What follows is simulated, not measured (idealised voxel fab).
process module | voxel transistor to metal
cross-section cut | 155 nm wide | cells 5 nm
A cross-section is a grid of square cells, given in bands from the top down. A band is one or more rows of cells.
Each band's line starts with the height of the band's top and of its bottom, in nm. Then come its materials from left to right, each with its width in nm. One material with "throughout" fills the band from edge to edge. "air" is empty space.
Height 0 is the level under which the wafer as received is all one material. The lowest band goes on downwards, as in "0 down".
A width such as "30 to 40" changes by the same amount from each row of cells to the next, from the band's top row to its bottom row.
"no change" after a step means that no cell of the cross-section changed.
closed voids: empty space of 8 cells or more with no open way to the top, each as width x height at its distance from the left edge, in nm
after a step's settings: what the simulator itself notes on the step
overlay nm, on a step with a mask: how far to the right of its planned place the mask lay; to the left if negative
plan
1 op RECEIVE | material Si
2 op CONFORMAL_DEP | material SiO2 | thk nm 5
3 op CONFORMAL_DEP | material SiN | thk nm 15
4 op PATTERN | tone cover | mask id ACTIVE | material resist | width nm 105 | thk nm 15 | overlay nm 0
5 op DIRECTIONAL_ETCH | etch materials SiN | depth nm 15
6 op DIRECTIONAL_ETCH | etch materials SiO2 | depth nm 5
7 op DIRECTIONAL_ETCH | etch materials Si | depth nm 20
8 op STRIP | etch materials resist
9 op OXIDIZE | depth nm 5
10 op FILL_DEP | material SiO2 | thk nm 15
11 op CMP | height nm 20
12 op SELECTIVE_ETCH | etch materials SiO2 | depth nm 15
13 op STRIP | etch materials SiN
14 op SELECTIVE_ETCH | etch materials SiO2 | depth nm 5
15 op OXIDIZE | depth nm 5
16 op DIRECTIONAL_DEP | material polySi | thk nm 30
17 op DIRECTIONAL_DEP | material SiCN | thk nm 10
18 op DIRECTIONAL_DEP | material aC | thk nm 10
19 op PATTERN | tone cover | mask id GATE | material resist | width nm 25 | thk nm 30 | overlay nm 0
20 op DIRECTIONAL_ETCH | etch materials aC | depth nm 10
21 op STRIP | etch materials resist
22 op DIRECTIONAL_ETCH | etch materials SiCN | depth nm 20
23 op DIRECTIONAL_ETCH | etch materials polySi | depth nm 40
24 op STRIP | etch materials aC
25 op CONFORMAL_DEP | material SiO2 | thk nm 5
26 op DIRECTIONAL_ETCH | etch materials SiO2 | depth nm 5
27 op CONFORMAL_DEP | material SiN | thk nm 10
28 op DIRECTIONAL_ETCH | etch materials SiN | depth nm 10
29 op DIRECTIONAL_ETCH | etch materials SiO2 | depth nm 5
30 op DIRECTIONAL_ETCH | etch materials Si | depth nm 15
31 op EPI | material nSi | thk nm 15
32 op FILL_DEP | material SiO2 | thk nm 10
33 op CMP | height nm 40
34 op DIRECTIONAL_DEP | material SiO2 | thk nm 15
35 op PATTERN | tone open | mask id CONTACT | material resist | width nm 30 | pitch nm 65 | thk nm 20 | overlay nm 0
36 op DIRECTIONAL_ETCH | etch materials SiO2 | depth nm 60
37 op STRIP | etch materials resist
38 op CONFORMAL_DEP | material TiN | thk nm 5
39 op FILL_DEP | material Ru | thk nm 5
40 op CMP | height nm 55
41 op CONFORMAL_DEP | material SiCN | thk nm 5
42 op DIRECTIONAL_DEP | material SiO2 | thk nm 25
43 op MASKED_ETCH | tone open | mask id METAL_1 | width nm 20 | pitch nm 75 | etch materials SiO2 | depth nm 25 | overlay nm 0
44 op MASKED_ETCH | tone open | mask id METAL_1 | width nm 20 | pitch nm 75 | etch materials SiCN | depth nm 5 | overlay nm 0
45 op CONFORMAL_DEP | material TiN | thk nm 5
46 op FILL_DEP | material Cu | thk nm 5
47 op CMP | height nm 85
48 op CONFORMAL_DEP | material SiN | thk nm 5
as received, after step 1
  0 down: Si throughout
  closed voids: none
a wafer at the end: this start, this plan, one mistake
  90 to 85: SiN throughout
  85 to 60: SiO2 30 | TiN 5 | Cu 10 | TiN 5 | SiO2 55 | TiN 5 | Cu 10 | TiN 5 | SiO2 30
  60 to 55: SiCN 30 | TiN 20 | SiCN 55 | TiN 20 | SiCN 30
  55 to 45: SiO2 35 | TiN 5 | Ru 15 | TiN 5 | SiO2 40 | TiN 5 | Ru 15 | TiN 5 | SiO2 30
  45 to 40: SiO2 35 | TiN 5 | Ru 5 | TiN 15 | SiO2 40 | TiN 10 | Ru 10 | TiN 5 | SiO2 30
  40 to 30: SiO2 35 | TiN 5 | Ru 5 | TiN 5 | SiN 10 | SiO2 5 | SiCN 25 | SiO2 5 | SiN 10 | TiN 5 | Ru 10 | TiN 5 | SiO2 30
  30 to 15: SiO2 35 | TiN 5 | Ru 5 | TiN 5 | SiN 10 | SiO2 5 | polySi 25 | SiO2 5 | SiN 10 | TiN 5 | Ru 10 | TiN 5 | SiO2 30
  15 to 10: SiO2 35 | TiN 15 | SiN 10 | SiO2 5 | polySi 25 | SiO2 5 | SiN 10 | TiN 20 | SiO2 30
  10 to 0: SiO2 35 | nSi 15 | SiN 10 | SiO2 5 | polySi 25 | SiO2 5 | SiN 10 | nSi 15 | TiN 5 | SiO2 30
  0 to -5: SiO2 35 | nSi 15 | SiO2 55 | nSi 15 | TiN 5 | SiO2 30
  -5 to -20: SiO2 30 | nSi 20 | Si 55 | nSi 20 | SiO2 30
  -20 to -25: SiO2 30 | Si 95 | SiO2 30
  -25 down: Si throughout
  closed voids: none
what went wrong: step 35 ran as: op PATTERN | tone open | mask id CONTACT | material resist | width nm 25 | pitch nm 65 | thk nm 20 | overlay nm 0
